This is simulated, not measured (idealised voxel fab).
Process module under the name voxel capacitor over wiring
For reference, the cross-section in this document is cut, with width 245 nm and square cells of 5 nm.
Cross-section, as written here: a square-cell grid given band by band from the top down, where a band holds one or more rows of cells.
Each band's line starts with the height of the band's top and of its bottom, in nm. Then come its materials from left to right, each with its width in nm. One material with "throughout" fills the band from edge to edge. "air" is empty space.
Height is counted from the level 0, under which the received wafer is composed throughout of one material. The lowest of the bands is not closed at the bottom but continues downward, in the notation "0 nm and below".
Note: "30->40" means the width goes from the first number (top row of the band) to the second number (bottom row) in equal steps per row of cells.
Take "no alterations made" at face value: in the step it is given for, the cross-section changed in none of its cells.
Look at "Listed closed voids" for the closed voids: empty spaces with no open path to the top, sized 8 cells or up. Each is width x height at distance, distance from the left edge, all nm.
Step line, after settings: the simulator's comment on this step.
Each step line may optionally specify "overlay nm", which for a step with a mask gives the rightward distance between the mask's planned place and where it lay, a negative value indicating the leftward direction.
Read the rest as pairs. Take the cross-section before one process step, then the cross-section after it, which shows only down to the lowest band that changed. Under the pair, find the step between them and its settings. Bear in mind that pairs may come from different runs of this module on the same starting wafer: link a pair to the pair above it only where its entry headed "Pre-step section" says to.
Pre-step section
- 105 nm to 90 nm | 80 air  60 aC  105 air
- 90 nm to 80 nm | 80 aC  60 TiN  105 aC
- 80 nm to 75 nm | 80 aC  60 HfO2  105 aC
- 75 nm to 65 nm | TiN throughout
- 65 nm to 45 nm | 75 lowk  5 TiN  5 W  5 TiN  155 lowk
- 45 nm to 40 nm | 75 SiCN  15 TiN  155 SiCN
- 40 nm to 20 nm | 65 SiO2  5 TiN  15 W  5 TiN  65 SiO2  5 TiN  15 W  5 TiN  65 SiO2
- 20 nm to 15 nm | 65 SiN  25 TiN  65 SiN  25 TiN  65 SiN
- 15 nm to 0 nm | SiO2 throughout
- 0 nm and below | Si throughout
- Listed closed voids: none
after
- 135 nm to 105 nm | 70 air  80 resist  95 air
- 105 nm to 90 nm | 70 air  10 resist  60 aC  10 resist  95 air
- No changes below 90.
- Listed closed voids: none
The process step bridging the two cross-sections above: PATTERN (tone cover; mask id LOWER_PLATE; material resist; width nm 80; thk nm 30; overlay nm 0)
Pre-step section: check the pair just above; its after cross-section is our before state.
after
- 120 nm to 105 nm | 70 air  80 resist  95 air
- 105 nm to 90 nm | 70 air  10 resist  60 aC  10 resist  95 air
- 90 nm to 80 nm | 70 air  10 aC  60 TiN  10 aC  95 air
- 80 nm to 75 nm | 70 air  10 aC  60 HfO2  10 aC  95 air
- No changes below 75.
- Listed closed voids: none
The process step bridging the two cross-sections above: DIRECTIONAL_ETCH (etch materials aC; depth nm 15)
Pre-step section: check the pair just above; its after cross-section is our before state.
after
- 105 nm to 90 nm | 80 air  60 aC  105 air
- No changes below 90.
- Listed closed voids: none
The process step bridging the two cross-sections above: STRIP (etch materials resist)
Pre-step section: check the pair just above; its after cross-section is our before state.
after
- 105 nm to 90 nm | 80 air  60 aC  105 air
- 90 nm to 80 nm | 70 air  10 aC  60 TiN  10 aC  95 air
- 80 nm to 75 nm | 70 air  10 aC  60 HfO2  10 aC  95 air
- 75 nm to 65 nm | 70 air  80 TiN  95 air
- No changes below 65.
- Listed closed voids: none
The process step bridging the two cross-sections above: DIRECTIONAL_ETCH (etch materials TiN; depth nm 10)
Pre-step section: check the pair just above; its after cross-section is our before state.
after
- 90 nm to 80 nm | 80 air  60 TiN  105 air
- 80 nm to 75 nm | 80 air  60 HfO2  105 air
- No changes below 75.
- Listed closed voids: none
The process step bridging the two cross-sections above: STRIP (etch materials aC)
Pre-step section: check the pair just above; its after cross-section is our before state.
after
- 105 nm to 90 nm | SiO2 throughout
- 90 nm to 80 nm | 80 SiO2  60 TiN  105 SiO2
- 80 nm to 75 nm | 80 SiO2  60 HfO2  105 SiO2
- 75 nm to 65 nm | 70 SiO2  80 TiN  95 SiO2
- No changes below 65.
- Listed closed voids: none
The process step bridging the two cross-sections above: FILL_DEP (material SiO2; thk nm 15)
Pre-step section: check the pair just above; its after cross-section is our before state.
after
- 100 nm to 90 nm | SiO2 throughout
- No changes below 90.
- Listed closed voids: none
The process step bridging the two cross-sections above: CMP (height nm 100)
Pre-step section: check the pair just above; its after cross-section is our before state.
after
- 115 nm to 100 nm | aC throughout
- No changes below 100.
- Listed closed voids: none
The process step bridging the two cross-sections above: DIRECTIONAL_DEP (material aC; thk nm 15)
Pre-step section: check the pair just above; its after cross-section is our before state.
after
- 150 nm to 115 nm | 85 resist  15 air  145 resist
- No changes below 115.
- Listed closed voids: none
The process step bridging the two cross-sections above: PATTERN (tone open; mask id PLUG_2; material resist; width nm 15; thk nm 35; overlay nm 0)
Pre-step section: check the pair just above; its after cross-section is our before state.
after
- 135 nm to 115 nm | 85 resist  15 air  145 resist
- 115 nm to 100 nm | 85 aC  15 air  145 aC
- No changes below 100.
- Listed closed voids: none
The process step bridging the two cross-sections above: DIRECTIONAL_ETCH (etch materials aC; depth nm 15)
Pre-step section: check the pair just above; its after cross-section is our before state.
after
- 115 nm to 100 nm | 85 aC  15 air  145 aC
- No changes below 100.
- Listed closed voids: none
The process step bridging the two cross-sections above: STRIP (etch materials resist)
Pre-step section: check the pair just above; its after cross-section is our before state.
after
- 115 nm to 100 nm | 85 aC  15 air  145 aC
- 100 nm to 90 nm | 85 SiO2  15 air  145 SiO2
- No changes below 90.
- Listed closed voids: none
The process step bridging the two cross-sections above: DIRECTIONAL_ETCH (etch materials SiO2; depth nm 10)
Pre-step section: check the pair just above; its after cross-section is our before state.
after
- 100 nm to 90 nm | 85 SiO2  15 air  145 SiO2
- No changes below 90.
- Listed closed voids: none
The process step bridging the two cross-sections above: STRIP (etch materials aC)
Pre-step section: check the pair just above; its after cross-section is our before state.
after
- 105 nm to 100 nm | 90 TiN  5 air  150 TiN
- 100 nm to 95 nm | 85 SiO2  5 TiN  5 air  5 TiN  145 SiO2
- 95 nm to 90 nm | 85 SiO2  15 TiN  145 SiO2
- No changes below 90.
- Listed closed voids: none
The process step bridging the two cross-sections above: CONFORMAL_DEP (material TiN; thk nm 5)
Pre-step section: check the pair just above; its after cross-section is our before state.
after
- 115 nm to 105 nm | Ru throughout
- 105 nm to 100 nm | 90 TiN  5 Ru  150 TiN
- 100 nm to 95 nm | 85 SiO2  5 TiN  5 Ru  5 TiN  145 SiO2
- No changes below 95.
- Listed closed voids: none
The process step bridging the two cross-sections above: FILL_DEP (material Ru; thk nm 10)
Pre-step section: check the pair just above; its after cross-section is our before state.
after
- 100 nm to 95 nm | 85 SiO2  5 TiN  5 Ru  5 TiN  145 SiO2
- No changes below 95.
- Listed closed voids: none
The process step bridging the two cross-sections above: CMP (height nm 100)
Pre-step section: check the pair just above; its after cross-section is our before state.
after
- 105 nm to 100 nm | SiN throughout
- No changes below 100.
- Listed closed voids: none
The process step bridging the two cross-sections above: CONFORMAL_DEP (material SiN; thk nm 5)
Pre-step section
- 50 nm to 40 nm | aC throughout
- 40 nm to 20 nm | SiO2 throughout
- 20 nm to 15 nm | SiN throughout
- 15 nm to 0 nm | SiO2 throughout
- 0 nm and below | Si throughout
- Listed closed voids: none
after
- 75 nm to 50 nm | 75 resist  25 air  65 resist  25 air  55 resist
- No changes below 50.
- Listed closed voids: none
The process step bridging the two cross-sections above: PATTERN (tone open; mask id METAL_1; material resist; width nm 25; pitch nm 90; thk nm 25; overlay nm 10)
Pre-step section: check the pair just above; its after cross-section is our before state.
after
- 65 nm to 50 nm | 75 resist  25 air  65 resist  25 air  55 resist
- 50 nm to 40 nm | 75 aC  25 air  65 aC  25 air  55 aC
- No changes below 40.
- Listed closed voids: none
The process step bridging the two cross-sections above: DIRECTIONAL_ETCH (etch materials aC; depth nm 10)
Pre-step section: check the pair just above; its after cross-section is our before state.
after
- 50 nm to 40 nm | 75 aC  25 air  65 aC  25 air  55 aC
- No changes below 40.
- Listed closed voids: none
The process step bridging the two cross-sections above: STRIP (etch materials resist)
Pre-step section: check the pair just above; its after cross-section is our before state.
after
- 50 nm to 40 nm | 75 aC  25 air  65 aC  25 air  55 aC
- 40 nm to 20 nm | 75 SiO2  25 air  65 SiO2  25 air  55 SiO2
- No changes below 20.
- Listed closed voids: none
The process step bridging the two cross-sections above: DIRECTIONAL_ETCH (etch materials SiO2; depth nm 20)
Pre-step section: check the pair just above; its after cross-section is our before state.
after
- 50 nm to 40 nm | 75 aC  25 air  65 aC  25 air  55 aC
- 40 nm to 20 nm | 75 SiO2  25 air  65 SiO2  25 air  55 SiO2
- 20 nm to 15 nm | 75 SiN  25 air  65 SiN  25 air  55 SiN
- No changes below 15.
- Listed closed voids: none
The process step bridging the two cross-sections above: DIRECTIONAL_ETCH (etch materials SiN; depth nm 5)
Pre-step section: check the pair just above; its after cross-section is our before state.
after
- 40 nm to 20 nm | 75 SiO2  25 air  65 SiO2  25 air  55 SiO2
- No changes below 20.
- Listed closed voids: none
The process step bridging the two cross-sections above: STRIP (etch materials aC)
Pre-step section: check the pair just above; its after cross-section is our before state.
after
- 45 nm to 40 nm | 80 TiN  15 air  75 TiN  15 air  60 TiN
- 40 nm to 20 nm | 75 SiO2  5 TiN  15 air  5 TiN  65 SiO2  5 TiN  15 air  5 TiN  55 SiO2
- 20 nm to 15 nm | 75 SiN  25 TiN  65 SiN  25 TiN  55 SiN
- No changes below 15.
- Listed closed voids: none
The process step bridging the two cross-sections above: CONFORMAL_DEP (material TiN; thk nm 5)
Pre-step section: check the pair just above; its after cross-section is our before state.
after
- 55 nm to 45 nm | W throughout
- 45 nm to 40 nm | 80 TiN  15 W  75 TiN  15 W  60 TiN
- 40 nm to 20 nm | 75 SiO2  5 TiN  15 W  5 TiN  65 SiO2  5 TiN  15 W  5 TiN  55 SiO2
- No changes below 20.
- Listed closed voids: none
The process step bridging the two cross-sections above: FILL_DEP (material W; thk nm 10)
Pre-step section: check the pair just above; its after cross-section is our before state.
after
- 40 nm to 20 nm | 75 SiO2  5 TiN  15 W  5 TiN  65 SiO2  5 TiN  15 W  5 TiN  55 SiO2
- No changes below 20.
- Listed closed voids: none
The process step bridging the two cross-sections above: CMP (height nm 40)
Pre-step section: check the pair just above; its after cross-section is our before state.
after
- 45 nm to 40 nm | SiCN throughout
- No changes below 40.
- Listed closed voids: none
The process step bridging the two cross-sections above: CONFORMAL_DEP (material SiCN; thk nm 5)
Pre-step section: check the pair just above; its after cross-section is our before state.
after
- 65 nm to 45 nm | lowk throughout
- No changes below 45.
- Listed closed voids: none
The process step bridging the two cross-sections above: DIRECTIONAL_DEP (material lowk; thk nm 20)
Pre-step section: check the pair just above; its after cross-section is our before state.
after
- 65 nm to 45 nm | 75 lowk  15 air  155 lowk
- No changes below 45.
- Listed closed voids: none
The process step bridging the two cross-sections above: MASKED_ETCH (tone open; mask id PLUG_1; width nm 15; etch materials lowk; depth nm 20; overlay nm 0)
Pre-step section: check the pair just above; its after cross-section is our before state.
after
- 65 nm to 45 nm | 75 lowk  15 air  155 lowk
- 45 nm to 40 nm | 75 SiCN  15 air  155 SiCN
- No changes below 40.
- Listed closed voids: none
The process step bridging the two cross-sections above: MASKED_ETCH (tone open; mask id PLUG_1; width nm 15; etch materials SiCN; depth nm 5; overlay nm 0)
Pre-step section: check the pair just above; its after cross-section is our before state.
after
- 70 nm to 65 nm | 80 TiN  5 air  160 TiN
- 65 nm to 45 nm | 75 lowk  5 TiN  5 air  5 TiN  155 lowk
- 45 nm to 40 nm | 75 SiCN  15 TiN  155 SiCN
- No changes below 40.
- Listed closed voids: none
The process step bridging the two cross-sections above: CONFORMAL_DEP (material TiN; thk nm 5)
Pre-step section: check the pair just above; its after cross-section is our before state.
after
- 75 nm to 70 nm | W throughout
- 70 nm to 65 nm | 80 TiN  5 W  160 TiN
- 65 nm to 45 nm | 75 lowk  5 TiN  5 W  5 TiN  155 lowk
- No changes below 45.
- Listed closed voids: none
The process step bridging the two cross-sections above: FILL_DEP (material W; thk nm 5)
Pre-step section: check the pair just above; its after cross-section is our before state.
after
- 65 nm to 45 nm | 75 lowk  5 TiN  5 W  5 TiN  155 lowk
- No changes below 45.
- Listed closed voids: none
The process step bridging the two cross-sections above: CMP (height nm 65)
Pre-step section: check the pair just above; its after cross-section is our before state.
after
- 75 nm to 65 nm | TiN throughout
- No changes below 65.
- Listed closed voids: none
The process step bridging the two cross-sections above: DIRECTIONAL_DEP (material TiN; thk nm 10)
Pre-step section: check the pair just above; its after cross-section is our before state.
after
- 80 nm to 75 nm | HfO2 throughout
- No changes below 75.
- Listed closed voids: none
The process step bridging the two cross-sections above: DIRECTIONAL_DEP (material HfO2; thk nm 5)
Pre-step section: check the pair just above; its after cross-section is our before state.
after
- 90 nm to 80 nm | TiN throughout
- No changes below 80.
- Listed closed voids: none
The process step bridging the two cross-sections above: DIRECTIONAL_DEP (material TiN; thk nm 10)
Pre-step section: check the pair just above; its after cross-section is our before state.
after
- 105 nm to 90 nm | aC throughout
- No changes below 90.
- Listed closed voids: none
The process step bridging the two cross-sections above: DIRECTIONAL_DEP (material aC; thk nm 15)
Pre-step section: check the pair just above; its after cross-section is our before state.
after
- 135 nm to 105 nm | 75 air  70 resist  100 air
- No changes below 105.
- Listed closed voids: none
The process step bridging the two cross-sections above: PATTERN (tone cover; mask id UPPER_PLATE; material resist; width nm 70; thk nm 30; overlay nm 0)
Pre-step section: check the pair just above; its after cross-section is our before state.
after
- 120 nm to 105 nm | 75 air  70 resist  100 air
- 105 nm to 90 nm | 75 air  70 aC  100 air
- No changes below 90.
- Listed closed voids: none
The process step bridging the two cross-sections above: DIRECTIONAL_ETCH (etch materials aC; depth nm 15)
Pre-step section: check the pair just above; its after cross-section is our before state.
after
- 105 nm to 90 nm | 75 air  70 aC  100 air
- No changes below 90.
- Listed closed voids: none
The process step bridging the two cross-sections above: STRIP (etch materials resist)
Pre-step section: check the pair just above; its after cross-section is our before state.
after
- 105 nm to 90 nm | 75 air  70 aC  100 air
- 90 nm to 80 nm | 75 air  70 TiN  100 air
- No changes below 80.
- Listed closed voids: none
The process step bridging the two cross-sections above: DIRECTIONAL_ETCH (etch materials TiN; depth nm 10)
Pre-step section: check the pair just above; its after cross-section is our before state.
after
- 105 nm to 90 nm | 75 air  70 aC  100 air
- 90 nm to 80 nm | 75 air  70 TiN  100 air
- 80 nm to 75 nm | 75 air  70 HfO2  100 air
- No changes below 75.
- Listed closed voids: none
The process step bridging the two cross-sections above: DIRECTIONAL_ETCH (etch materials HfO2; depth nm 5)
Pre-step section: check the pair just above; its after cross-section is our before state.
after
- 90 nm to 80 nm | 75 air  70 TiN  100 air
- No changes below 80.
- Listed closed voids: none
The process step bridging the two cross-sections above: STRIP (etch materials aC)
Pre-step section: check the pair just above; its after cross-section is our before state.
after
- 105 nm to 90 nm | 75 air  70 aC  100 air
- 90 nm to 80 nm | 75 aC  70 TiN  100 aC
- 80 nm to 75 nm | 75 aC  70 HfO2  100 aC
- No changes below 75.
- Listed closed voids: none
The process step bridging the two cross-sections above: DIRECTIONAL_DEP (material aC; thk nm 15)
Pre-step section: check the pair just above; its after cross-section is our before state.
after
- 135 nm to 105 nm | 70 air  80 resist  95 air
- 105 nm to 90 nm | 70 air  5 resist  70 aC  5 resist  95 air
- No changes below 90.
- Listed closed voids: none
The process step bridging the two cross-sections above: PATTERN (tone cover; mask id LOWER_PLATE; material resist; width nm 80; thk nm 30; overlay nm 0)
Pre-step section: check the pair just above; its after cross-section is our before state.
after
- 120 nm to 105 nm | 70 air  80 resist  95 air
- 105 nm to 90 nm | 70 air  5 resist  70 aC  5 resist  95 air
- 90 nm to 80 nm | 70 air  5 aC  70 TiN  5 aC  95 air
- 80 nm to 75 nm | 70 air  5 aC  70 HfO2  5 aC  95 air
- No changes below 75.
- Listed closed voids: none
The process step bridging the two cross-sections above: DIRECTIONAL_ETCH (etch materials aC; depth nm 15)
Pre-step section: check the pair just above; its after cross-section is our before state.
after
- 105 nm to 90 nm | 75 air  70 aC  100 air
- No changes below 90.
- Listed closed voids: none
The process step bridging the two cross-sections above: STRIP (etch materials resist)
Pre-step section: check the pair just above; its after cross-section is our before state.
after
- 105 nm to 90 nm | 75 air  70 aC  100 air
- 90 nm to 80 nm | 70 air  5 aC  70 TiN  5 aC  95 air
- 80 nm to 75 nm | 70 air  5 aC  70 HfO2  5 aC  95 air
- 75 nm to 65 nm | 70 air  80 TiN  95 air
- No changes below 65.
- Listed closed voids: none
The process step bridging the two cross-sections above: DIRECTIONAL_ETCH (etch materials TiN; depth nm 10)
Pre-step section: check the pair just above; its after cross-section is our before state.
after
- 90 nm to 80 nm | 75 air  70 TiN  100 air
- 80 nm to 75 nm | 75 air  70 HfO2  100 air
- No changes below 75.
- Listed closed voids: none
The process step bridging the two cross-sections above: STRIP (etch materials aC)
Pre-step section: check the pair just above; its after cross-section is our before state.
after
- 105 nm to 90 nm | SiO2 throughout
- 90 nm to 80 nm | 75 SiO2  70 TiN  100 SiO2
- 80 nm to 75 nm | 75 SiO2  70 HfO2  100 SiO2
- 75 nm to 65 nm | 70 SiO2  80 TiN  95 SiO2
- No changes below 65.
- Listed closed voids: none
The process step bridging the two cross-sections above: FILL_DEP (material SiO2; thk nm 15)
Pre-step section: check the pair just above; its after cross-section is our before state.
after
- 100 nm to 90 nm | SiO2 throughout
- No changes below 90.
- Listed closed voids: none
The process step bridging the two cross-sections above: CMP (height nm 100)
Pre-step section: check the pair just above; its after cross-section is our before state.
after
- 115 nm to 100 nm | aC throughout
- No changes below 100.
- Listed closed voids: none
The process step bridging the two cross-sections above: DIRECTIONAL_DEP (material aC; thk nm 15)
Pre-step section: check the pair just above; its after cross-section is our before state.
after
- 150 nm to 115 nm | 85 resist  15 air  145 resist
- No changes below 115.
- Listed closed voids: none
The process step bridging the two cross-sections above: PATTERN (tone open; mask id PLUG_2; material resist; width nm 15; thk nm 35; overlay nm 0)
Pre-step section: check the pair just above; its after cross-section is our before state.
after
- 135 nm to 115 nm | 85 resist  15 air  145 resist
- 115 nm to 100 nm | 85 aC  15 air  145 aC
- No changes below 100.
- Listed closed voids: none
The process step bridging the two cross-sections above: DIRECTIONAL_ETCH (etch materials aC; depth nm 15)
Pre-step section: check the pair just above; its after cross-section is our before state.
after
- 115 nm to 100 nm | 85 aC  15 air  145 aC
- No changes below 100.
- Listed closed voids: none
The process step bridging the two cross-sections above: STRIP (etch materials resist)
Pre-step section: check the pair just above; its after cross-section is our before state.
after
- 115 nm to 100 nm | 85 aC  15 air  145 aC
- 100 nm to 90 nm | 85 SiO2  15 air  145 SiO2
- No changes below 90.
- Listed closed voids: none
The process step bridging the two cross-sections above: DIRECTIONAL_ETCH (etch materials SiO2; depth nm 10)
Pre-step section: check the pair just above; its after cross-section is our before state.
after
- 100 nm to 90 nm | 85 SiO2  15 air  145 SiO2
- No changes below 90.
- Listed closed voids: none
The process step bridging the two cross-sections above: STRIP (etch materials aC)
Pre-step section: check the pair just above; its after cross-section is our before state.
after
- 105 nm to 100 nm | 90 TiN  5 air  150 TiN
- 100 nm to 95 nm | 85 SiO2  5 TiN  5 air  5 TiN  145 SiO2
- 95 nm to 90 nm | 85 SiO2  15 TiN  145 SiO2
- No changes below 90.
- Listed closed voids: none
The process step bridging the two cross-sections above: CONFORMAL_DEP (material TiN; thk nm 5)
Pre-step section: check the pair just above; its after cross-section is our before state.
after
- 115 nm to 105 nm | Ru throughout
- 105 nm to 100 nm | 90 TiN  5 Ru  150 TiN
- 100 nm to 95 nm | 85 SiO2  5 TiN  5 Ru  5 TiN  145 SiO2
- No changes below 95.
- Listed closed voids: none
The process step bridging the two cross-sections above: FILL_DEP (material Ru; thk nm 10)
Pre-step section: check the pair just above; its after cross-section is our before state.
after
- 100 nm to 95 nm | 85 SiO2  5 TiN  5 Ru  5 TiN  145 SiO2
- No changes below 95.
- Listed closed voids: none
The process step bridging the two cross-sections above: CMP (height nm 100)
Pre-step section: check the pair just above; its after cross-section is our before state.
after
- 105 nm to 100 nm | SiN throughout
- No changes below 100.
- Listed closed voids: none
The process step bridging the two cross-sections above: CONFORMAL_DEP (material SiN; thk nm 5)
Pre-step section
- 90 nm to 80 nm | TiN throughout
- 80 nm to 75 nm | HfO2 throughout
- 75 nm to 65 nm | TiN throughout
- 65 nm to 45 nm | 75 lowk  5 TiN  5 W  5 TiN  155 lowk
- 45 nm to 40 nm | 75 SiCN  15 TiN  155 SiCN
- 40 nm to 20 nm | 65 SiO2  5 TiN  15 W  5 TiN  65 SiO2  5 TiN  15 W  5 TiN  65 SiO2
- 20 nm to 15 nm | 65 SiN  25 TiN  65 SiN  25 TiN  65 SiN
- 15 nm to 0 nm | SiO2 throughout
- 0 nm and below | Si throughout
- Listed closed voids: none
after
- 105 nm to 80 nm | TiN throughout
- No changes below 80.
- Listed closed voids: none
The process step bridging the two cross-sections above: DIRECTIONAL_DEP (material TiN; thk nm 15)
Pre-step section: check the pair just above; its after cross-section is our before state.
after
- 135 nm to 105 nm | 75 air  70 resist  100 air
- No changes below 105.
- Listed closed voids: none
The process step bridging the two cross-sections above: PATTERN (tone cover; mask id UPPER_PLATE; material resist; width nm 70; thk nm 30; overlay nm 0)
Pre-step section: check the pair just above; its after cross-section is our before state.
after
- 120 nm to 105 nm | 75 air  70 resist  100 air
- No changes below 105.
- Listed closed voids: none
The process step bridging the two cross-sections above: DIRECTIONAL_ETCH (etch materials aC; depth nm 15)
Pre-step section: check the pair just above; its after cross-section is our before state.
after
- 105 nm to 80 nm | TiN throughout
- No changes below 80.
- Listed closed voids: none
The process step bridging the two cross-sections above: STRIP (etch materials resist)
Pre-step section: check the pair just above; its after cross-section is our before state.
after
- 95 nm to 80 nm | TiN throughout
- No changes below 80.
- Listed closed voids: none
The process step bridging the two cross-sections above: DIRECTIONAL_ETCH (etch materials TiN; depth nm 10)
Pre-step section: check the pair just above; its after cross-section is our before state.
after
- 110 nm to 95 nm | aC throughout
- No changes below 95.
- Listed closed voids: none
The process step bridging the two cross-sections above: DIRECTIONAL_DEP (material aC; thk nm 15)
Pre-step section: check the pair just above; its after cross-section is our before state.
after
- 140 nm to 110 nm | 70 air  80 resist  95 air
- No changes below 110.
- Listed closed voids: none
The process step bridging the two cross-sections above: PATTERN (tone cover; mask id LOWER_PLATE; material resist; width nm 80; thk nm 30; overlay nm 0)
Pre-step section: check the pair just above; its after cross-section is our before state.
after
- 125 nm to 110 nm | 70 air  80 resist  95 air
- 110 nm to 95 nm | 70 air  80 aC  95 air
- No changes below 95.
- Listed closed voids: none
The process step bridging the two cross-sections above: DIRECTIONAL_ETCH (etch materials aC; depth nm 15)
Pre-step section: check the pair just above; its after cross-section is our before state.
after
- 110 nm to 95 nm | 70 air  80 aC  95 air
- No changes below 95.
- Listed closed voids: none
The process step bridging the two cross-sections above: STRIP (etch materials resist)
Pre-step section: check the pair just above; its after cross-section is our before state.
after
- 110 nm to 95 nm | 70 air  80 aC  95 air
- 95 nm to 85 nm | 70 air  80 TiN  95 air
- No changes below 85.
- Listed closed voids: none
The process step bridging the two cross-sections above: DIRECTIONAL_ETCH (etch materials TiN; depth nm 10)
Pre-step section: check the pair just above; its after cross-section is our before state.
after
- 95 nm to 85 nm | 70 air  80 TiN  95 air
- No changes below 85.
- Listed closed voids: none
The process step bridging the two cross-sections above: STRIP (etch materials aC)
Pre-step section: check the pair just above; its after cross-section is our before state.
after
- 110 nm to 95 nm | SiO2 throughout
- 95 nm to 85 nm | 70 SiO2  80 TiN  95 SiO2
- No changes below 85.
- Listed closed voids: none
The process step bridging the two cross-sections above: FILL_DEP (material SiO2; thk nm 15)
Pre-step section: check the pair just above; its after cross-section is our before state.
after
- 100 nm to 95 nm | SiO2 throughout
- No changes below 95.
- Listed closed voids: none
The process step bridging the two cross-sections above: CMP (height nm 100)
Pre-step section: check the pair just above; its after cross-section is our before state.
after
- 115 nm to 100 nm | aC throughout
- No changes below 100.
- Listed closed voids: none
The process step bridging the two cross-sections above: DIRECTIONAL_DEP (material aC; thk nm 15)
Pre-step section: check the pair just above; its after cross-section is our before state.
after
- 150 nm to 115 nm | 85 resist  15 air  145 resist
- No changes below 115.
- Listed closed voids: none
The process step bridging the two cross-sections above: PATTERN (tone open; mask id PLUG_2; material resist; width nm 15; thk nm 35; overlay nm 0)
Pre-step section: check the pair just above; its after cross-section is our before state.
after
- 135 nm to 115 nm | 85 resist  15 air  145 resist
- 115 nm to 100 nm | 85 aC  15 air  145 aC
- No changes below 100.
- Listed closed voids: none
The process step bridging the two cross-sections above: DIRECTIONAL_ETCH (etch materials aC; depth nm 15)
Pre-step section: check the pair just above; its after cross-section is our before state.
after
- 115 nm to 100 nm | 85 aC  15 air  145 aC
- No changes below 100.
- Listed closed voids: none
The process step bridging the two cross-sections above: STRIP (etch materials resist)
Pre-step section: check the pair just above; its after cross-section is our before state.
after
- 115 nm to 100 nm | 85 aC  15 air  145 aC
- 100 nm to 95 nm | 85 SiO2  15 air  145 SiO2
- No changes below 95.
- Listed closed voids: none
The process step bridging the two cross-sections above: DIRECTIONAL_ETCH (etch materials SiO2; depth nm 10)
Pre-step section: check the pair just above; its after cross-section is our before state.
after
- 100 nm to 95 nm | 85 SiO2  15 air  145 SiO2
- No changes below 95.
- Listed closed voids: none
The process step bridging the two cross-sections above: STRIP (etch materials aC)
Pre-step section: check the pair just above; its after cross-section is our before state.
after
- 105 nm to 100 nm | 90 TiN  5 air  150 TiN
- 100 nm to 95 nm | 85 SiO2  15 TiN  145 SiO2
- No changes below 95.
- Listed closed voids: none
The process step bridging the two cross-sections above: CONFORMAL_DEP (material TiN; thk nm 5)
Pre-step section: check the pair just above; its after cross-section is our before state.
after
- 115 nm to 105 nm | Ru throughout
- 105 nm to 100 nm | 90 TiN  5 Ru  150 TiN
- No changes below 100.
- Listed closed voids: none
The process step bridging the two cross-sections above: FILL_DEP (material Ru; thk nm 10)
Pre-step section: check the pair just above; its after cross-section is our before state.
after
- 100 nm to 95 nm | 85 SiO2  15 TiN  145 SiO2
- No changes below 95.
- Listed closed voids: none
The process step bridging the two cross-sections above: CMP (height nm 100)
Pre-step section: check the pair just above; its after cross-section is our before state.
after
- 105 nm to 100 nm | SiN throughout
- No changes below 100.
- Listed closed voids: none
The process step bridging the two cross-sections above: CONFORMAL_DEP (material SiN; thk nm 5)
Pre-step section
- 105 nm to 90 nm | aC throughout
- 90 nm to 80 nm | TiN throughout
- 80 nm to 75 nm | HfO2 throughout
- 75 nm to 65 nm | TiN throughout
- 65 nm to 45 nm | 75 lowk  5 TiN  5 W  5 TiN  155 lowk
- 45 nm to 40 nm | 75 SiCN  15 TiN  155 SiCN
- 40 nm to 20 nm | 65 SiO2  5 TiN  15 W  5 TiN  65 SiO2  5 TiN  15 W  5 TiN  65 SiO2
- 20 nm to 15 nm | 65 SiN  25 TiN  65 SiN  25 TiN  65 SiN
- 15 nm to 0 nm | SiO2 throughout
- 0 nm and below | Si throughout
- Listed closed voids: none
after
- 135 nm to 105 nm | 75 resist  70 air  100 resist
- No changes below 105.
- Listed closed voids: none
The process step bridging the two cross-sections above: PATTERN (tone open; mask id UPPER_PLATE; material resist; width nm 70; thk nm 30; overlay nm 0)
Pre-step section: check the pair just above; its after cross-section is our before state.
after
- 120 nm to 105 nm | 75 resist  70 air  100 resist
- 105 nm to 90 nm | 75 aC  70 air  100 aC
- No changes below 90.
- Listed closed voids: none
The process step bridging the two cross-sections above: DIRECTIONAL_ETCH (etch materials aC; depth nm 15)
Pre-step section: check the pair just above; its after cross-section is our before state.
after
- 105 nm to 90 nm | 75 aC  70 air  100 aC
- No changes below 90.
- Listed closed voids: none
The process step bridging the two cross-sections above: STRIP (etch materials resist)
Pre-step section: check the pair just above; its after cross-section is our before state.
after
- 105 nm to 90 nm | 75 aC  70 air  100 aC
- 90 nm to 80 nm | 75 TiN  70 air  100 TiN
- No changes below 80.
- Listed closed voids: none
The process step bridging the two cross-sections above: DIRECTIONAL_ETCH (etch materials TiN; depth nm 10)
Pre-step section: check the pair just above; its after cross-section is our before state.
after
- 105 nm to 90 nm | 75 aC  70 air  100 aC
- 90 nm to 80 nm | 75 TiN  70 air  100 TiN
- 80 nm to 75 nm | 75 HfO2  70 air  100 HfO2
- No changes below 75.
- Listed closed voids: none
The process step bridging the two cross-sections above: DIRECTIONAL_ETCH (etch materials HfO2; depth nm 5)
Pre-step section: check the pair just above; its after cross-section is our before state.
after
- 90 nm to 80 nm | 75 TiN  70 air  100 TiN
- No changes below 80.
- Listed closed voids: none
The process step bridging the two cross-sections above: STRIP (etch materials aC)
Pre-step section: check the pair just above; its after cross-section is our before state.
after
- 105 nm to 90 nm | 75 aC  70 air  100 aC
- 90 nm to 80 nm | 75 TiN  70 aC  100 TiN
- 80 nm to 75 nm | 75 HfO2  70 aC  100 HfO2
- No changes below 75.
- Listed closed voids: none
The process step bridging the two cross-sections above: DIRECTIONAL_DEP (material aC; thk nm 15)
Pre-step section: check the pair just above; its after cross-section is our before state.
after
- 135 nm to 105 nm | 70 air  80 resist  95 air
- 105 nm to 90 nm | 75 aC  70 resist  100 aC
- No changes below 90.
- Listed closed voids: none
The process step bridging the two cross-sections above: PATTERN (tone cover; mask id LOWER_PLATE; material resist; width nm 80; thk nm 30; overlay nm 0)
Pre-step section: check the pair just above; its after cross-section is our before state.
after
- 120 nm to 105 nm | 70 air  80 resist  95 air
- 105 nm to 90 nm | 70 air  5 aC  70 resist  5 aC  95 air
- No changes below 90.
- Listed closed voids: none
The process step bridging the two cross-sections above: DIRECTIONAL_ETCH (etch materials aC; depth nm 15)
Pre-step section: check the pair just above; its after cross-section is our before state.
after
- 105 nm to 90 nm | 70 air  5 aC  70 air  5 aC  95 air
- No changes below 90.
- Listed closed voids: none
The process step bridging the two cross-sections above: STRIP (etch materials resist)
Pre-step section: check the pair just above; its after cross-section is our before state.
after
- 105 nm to 90 nm | 70 air  5 aC  70 air  5 aC  95 air
- 90 nm to 80 nm | 70 air  5 TiN  70 aC  5 TiN  95 air
- No changes below 80.
- Listed closed voids: none
The process step bridging the two cross-sections above: DIRECTIONAL_ETCH (etch materials TiN; depth nm 10)
Pre-step section: check the pair just above; its after cross-section is our before state.
after
- 90 nm to 80 nm | 70 air  5 TiN  70 air  5 TiN  95 air
- 80 nm to 75 nm | 75 HfO2  70 air  100 HfO2
- No changes below 75.
- Listed closed voids: none
The process step bridging the two cross-sections above: STRIP (etch materials aC)
